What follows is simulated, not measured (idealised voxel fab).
process module | voxel gate over fins
cross-section cut | 230 nm wide | cells 5 nm
A cross-section is a grid of square cells, given in bands from the top down. A band is one or more rows of cells.
Each band's line starts with the height of the band's top and of its bottom, in nm. Then come its materials from left to right, each with its width in nm. One material with "throughout" fills the band from edge to edge. "air" is empty space.
Height 0 is the level under which the wafer as received is all one material. The lowest band goes on downwards, as in "0 down".
A width such as "30 to 40" changes by the same amount from each row of cells to the next, from the band's top row to its bottom row.
"no change" after a step means that no cell of the cross-section changed.
closed voids: empty space of 8 cells or more with no open way to the top, each as width x height at its distance from the left edge, in nm
after a step's settings: what the simulator itself notes on the step
overlay nm, on a step with a mask: how far to the right of its planned place the mask lay; to the left if negative
plan
1 op RECEIVE | material Si
2 op CONFORMAL_DEP | material SiN | thk nm 5
3 op PATTERN | tone cover | mask id FINS | material resist | width nm 15 | pitch nm 50 | thk nm 20 | overlay nm 0
4 op DIRECTIONAL_ETCH | etch materials SiN | depth nm 5
5 op DIRECTIONAL_ETCH | etch materials Si | depth nm 40
6 op STRIP | etch materials resist
7 op FILL_DEP | material SiO2 | thk nm 15
8 op CMP | height nm 5
9 op PATTERN | tone open | mask id RAIL | material resist | width nm 15 | thk nm 20 | overlay nm 0
10 op DIRECTIONAL_ETCH | etch materials SiO2 | depth nm 40
11 op STRIP | etch materials resist
12 op CONFORMAL_DEP | material TiN | thk nm 5
13 op FILL_DEP | material Ru | thk nm 5
14 op CMP | height nm 5
15 op SELECTIVE_ETCH | etch materials W Ru TiN | depth nm 25
16 op FILL_DEP | material SiO2 | thk nm 5
17 op CMP | height nm 5
18 op SELECTIVE_ETCH | etch materials SiO2 | depth nm 15
19 op STRIP | etch materials SiN
20 op CONFORMAL_DEP | material HfO2 | thk nm 5
21 op CONFORMAL_DEP | material TiN | thk nm 5
22 op FILL_DEP | material W | thk nm 10
23 op CMP | height nm 15
24 op CONFORMAL_DEP | material SiCN | thk nm 10
first wafer, as planned
as received, after step 1
  0 down: Si throughout
  closed voids: none
after step 2
  5 to 0: SiN throughout
  below 0: unchanged
after step 3
  25 to 5: air 55 | resist 15 | air 35 | resist 15 | air 35 | resist 15 | air 60
  below 5: unchanged
after step 4
  25 to 5: air 55 | resist 15 | air 35 | resist 15 | air 35 | resist 15 | air 60
  5 to 0: air 55 | SiN 15 | air 35 | SiN 15 | air 35 | SiN 15 | air 60
  below 0: unchanged
after step 5
  25 to 5: air 55 | resist 15 | air 35 | resist 15 | air 35 | resist 15 | air 60
  5 to 0: air 55 | SiN 15 | air 35 | SiN 15 | air 35 | SiN 15 | air 60
  0 to -40: air 55 | Si 15 | air 35 | Si 15 | air 35 | Si 15 | air 60
  below -40: unchanged
after step 6
  5 to 0: air 55 | SiN 15 | air 35 | SiN 15 | air 35 | SiN 15 | air 60
  below 0: unchanged
after step 7
  20 to 5: SiO2 throughout
  5 to 0: SiO2 55 | SiN 15 | SiO2 35 | SiN 15 | SiO2 35 | SiN 15 | SiO2 60
  0 to -40: SiO2 55 | Si 15 | SiO2 35 | Si 15 | SiO2 35 | Si 15 | SiO2 60
  below -40: unchanged
after step 8
  5 to 0: SiO2 55 | SiN 15 | SiO2 35 | SiN 15 | SiO2 35 | SiN 15 | SiO2 60
  below 0: unchanged
after step 9
  25 to 5: resist 80 | air 15 | resist 135
  below 5: unchanged
after step 10
  25 to 5: resist 80 | air 15 | resist 135
  5 to 0: SiO2 55 | SiN 15 | SiO2 10 | air 15 | SiO2 10 | SiN 15 | SiO2 35 | SiN 15 | SiO2 60
  0 to -35: SiO2 55 | Si 15 | SiO2 10 | air 15 | SiO2 10 | Si 15 | SiO2 35 | Si 15 | SiO2 60
  below -35: unchanged
after step 11
  5 to 0: SiO2 55 | SiN 15 | SiO2 10 | air 15 | SiO2 10 | SiN 15 | SiO2 35 | SiN 15 | SiO2 60
  below 0: unchanged
after step 12
  10 to 5: TiN 85 | air 5 | TiN 140
  5 to 0: SiO2 55 | SiN 15 | SiO2 10 | TiN 5 | air 5 | TiN 5 | SiO2 10 | SiN 15 | SiO2 35 | SiN 15 | SiO2 60
  0 to -30: SiO2 55 | Si 15 | SiO2 10 | TiN 5 | air 5 | TiN 5 | SiO2 10 | Si 15 | SiO2 35 | Si 15 | SiO2 60
  -30 to -35: SiO2 55 | Si 15 | SiO2 10 | TiN 15 | SiO2 10 | Si 15 | SiO2 35 | Si 15 | SiO2 60
  below -35: unchanged
after step 13
  15 to 10: Ru throughout
  10 to 5: TiN 85 | Ru 5 | TiN 140
  5 to 0: SiO2 55 | SiN 15 | SiO2 10 | TiN 5 | Ru 5 | TiN 5 | SiO2 10 | SiN 15 | SiO2 35 | SiN 15 | SiO2 60
  0 to -30: SiO2 55 | Si 15 | SiO2 10 | TiN 5 | Ru 5 | TiN 5 | SiO2 10 | Si 15 | SiO2 35 | Si 15 | SiO2 60
  below -30: unchanged
after step 14
  5 to 0: SiO2 55 | SiN 15 | SiO2 10 | TiN 5 | Ru 5 | TiN 5 | SiO2 10 | SiN 15 | SiO2 35 | SiN 15 | SiO2 60
  below 0: unchanged
after step 15
  5 to 0: SiO2 55 | SiN 15 | SiO2 10 | air 15 | SiO2 10 | SiN 15 | SiO2 35 | SiN 15 | SiO2 60
  0 to -20: SiO2 55 | Si 15 | SiO2 10 | air 15 | SiO2 10 | Si 15 | SiO2 35 | Si 15 | SiO2 60
  below -20: unchanged
after step 16
  10 to 5: SiO2 throughout
  5 to 0: SiO2 55 | SiN 15 | SiO2 35 | SiN 15 | SiO2 35 | SiN 15 | SiO2 60
  0 to -20: SiO2 55 | Si 15 | SiO2 35 | Si 15 | SiO2 35 | Si 15 | SiO2 60
  below -20: unchanged
after step 17
  5 to 0: SiO2 55 | SiN 15 | SiO2 35 | SiN 15 | SiO2 35 | SiN 15 | SiO2 60
  below 0: unchanged
after step 18
  5 to 0: air 55 | SiN 15 | air 35 | SiN 15 | air 35 | SiN 15 | air 60
  0 to -10: air 55 | Si 15 | air 35 | Si 15 | air 35 | Si 15 | air 60
  below -10: unchanged
after step 19
  0 to -10: air 55 | Si 15 | air 35 | Si 15 | air 35 | Si 15 | air 60
  below -10: unchanged
after step 20
  5 to 0: air 50 | HfO2 25 | air 25 | HfO2 25 | air 25 | HfO2 25 | air 55
  0 to -5: air 50 | HfO2 5 | Si 15 | HfO2 5 | air 25 | HfO2 5 | Si 15 | HfO2 5 | air 25 | HfO2 5 | Si 15 | HfO2 5 | air 55
  -5 to -10: HfO2 55 | Si 15 | HfO2 35 | Si 15 | HfO2 35 | Si 15 | HfO2 60
  below -10: unchanged
after step 21
  10 to 5: air 45 | TiN 35 | air 15 | TiN 35 | air 15 | TiN 35 | air 50
  5 to 0: air 45 | TiN 5 | HfO2 25 | TiN 5 | air 15 | TiN 5 | HfO2 25 | TiN 5 | air 15 | TiN 5 | HfO2 25 | TiN 5 | air 50
  0 to -5: TiN 50 | HfO2 5 | Si 15 | HfO2 5 | TiN 25 | HfO2 5 | Si 15 | HfO2 5 | TiN 25 | HfO2 5 | Si 15 | HfO2 5 | TiN 55
  below -5: unchanged
after step 22
  20 to 10: W throughout
  10 to 5: W 45 | TiN 35 | W 15 | TiN 35 | W 15 | TiN 35 | W 50
  5 to 0: W 45 | TiN 5 | HfO2 25 | TiN 5 | W 15 | TiN 5 | HfO2 25 | TiN 5 | W 15 | TiN 5 | HfO2 25 | TiN 5 | W 50
  below 0: unchanged
after step 23
  15 to 10: W throughout
  below 10: unchanged
after step 24
  25 to 15: SiCN throughout
  below 15: unchanged
second wafer: like start, like plan, one mistake. Through step 2 it matches the first wafer
when step 3 should have ended
  25 to 5: resist 55 | air 15 | resist 35 | air 15 | resist 35 | air 15 | resist 60
  below 5: unchanged
when step 4 should have ended
  25 to 5: resist 55 | air 15 | resist 35 | air 15 | resist 35 | air 15 | resist 60
  5 to 0: SiN 55 | air 15 | SiN 35 | air 15 | SiN 35 | air 15 | SiN 60
  below 0: unchanged
when step 5 should have ended
  25 to 5: resist 55 | air 15 | resist 35 | air 15 | resist 35 | air 15 | resist 60
  5 to 0: SiN 55 | air 15 | SiN 35 | air 15 | SiN 35 | air 15 | SiN 60
  0 to -40: Si 55 | air 15 | Si 35 | air 15 | Si 35 | air 15 | Si 60
  below -40: unchanged
when step 6 should have ended
  5 to 0: SiN 55 | air 15 | SiN 35 | air 15 | SiN 35 | air 15 | SiN 60
  below 0: unchanged
when step 7 should have ended
  20 to 5: SiO2 throughout
  5 to 0: SiN 55 | SiO2 15 | SiN 35 | SiO2 15 | SiN 35 | SiO2 15 | SiN 60
  0 to -40: Si 55 | SiO2 15 | Si 35 | SiO2 15 | Si 35 | SiO2 15 | Si 60
  below -40: unchanged
when step 8 should have ended
  5 to 0: SiN 55 | SiO2 15 | SiN 35 | SiO2 15 | SiN 35 | SiO2 15 | SiN 60
  below 0: unchanged
when step 9 should have ended
  25 to 5: resist 80 | air 15 | resist 135
  below 5: unchanged
when step 10 should have ended: no change
when step 11 should have ended
  5 to 0: SiN 55 | SiO2 15 | SiN 35 | SiO2 15 | SiN 35 | SiO2 15 | SiN 60
  below 0: unchanged
when step 12 should have ended
  10 to 5: TiN throughout
  below 5: unchanged
when step 13 should have ended
  15 to 10: Ru throughout
  below 10: unchanged
when step 14 should have ended
  5 to 0: SiN 55 | SiO2 15 | SiN 35 | SiO2 15 | SiN 35 | SiO2 15 | SiN 60
  below 0: unchanged
when step 15 should have ended: no change
when step 16 should have ended
  10 to 5: SiO2 throughout
  below 5: unchanged
when step 17 should have ended
  5 to 0: SiN 55 | SiO2 15 | SiN 35 | SiO2 15 | SiN 35 | SiO2 15 | SiN 60
  below 0: unchanged
when step 18 should have ended
  5 to 0: SiN 55 | air 15 | SiN 35 | air 15 | SiN 35 | air 15 | SiN 60
  0 to -10: Si 55 | air 15 | Si 35 | air 15 | Si 35 | air 15 | Si 60
  below -10: unchanged
when step 19 should have ended
  0 to -10: Si 55 | air 15 | Si 35 | air 15 | Si 35 | air 15 | Si 60
  below -10: unchanged
when step 20 should have ended
  5 to 0: HfO2 60 | air 5 | HfO2 45 | air 5 | HfO2 45 | air 5 | HfO2 65
  0 to -5: Si 55 | HfO2 5 | air 5 | HfO2 5 | Si 35 | HfO2 5 | air 5 | HfO2 5 | Si 35 | HfO2 5 | air 5 | HfO2 5 | Si 60
  -5 to -10: Si 55 | HfO2 15 | Si 35 | HfO2 15 | Si 35 | HfO2 15 | Si 60
  below -10: unchanged
when step 21 should have ended
  10 to 5: TiN throughout
  5 to 0: HfO2 60 | TiN 5 | HfO2 45 | TiN 5 | HfO2 45 | TiN 5 | HfO2 65
  0 to -5: Si 55 | HfO2 5 | TiN 5 | HfO2 5 | Si 35 | HfO2 5 | TiN 5 | HfO2 5 | Si 35 | HfO2 5 | TiN 5 | HfO2 5 | Si 60
  below -5: unchanged
when step 22 should have ended
  20 to 10: W throughout
  below 10: unchanged
when step 23 should have ended
  15 to 10: W throughout
  below 10: unchanged
when step 24 should have ended
  25 to 15: SiCN throughout
  below 15: unchanged
what went wrong: step 3 ran as: op PATTERN | tone open | mask id FINS | material resist | width nm 15 | pitch nm 50 | thk nm 20 | overlay nm 0
at the end the second wafer has, in cells: 2 fewer of Ru | 224 more of Si | 159 fewer of SiO2 | 13 fewer of TiN | 50 fewer of W
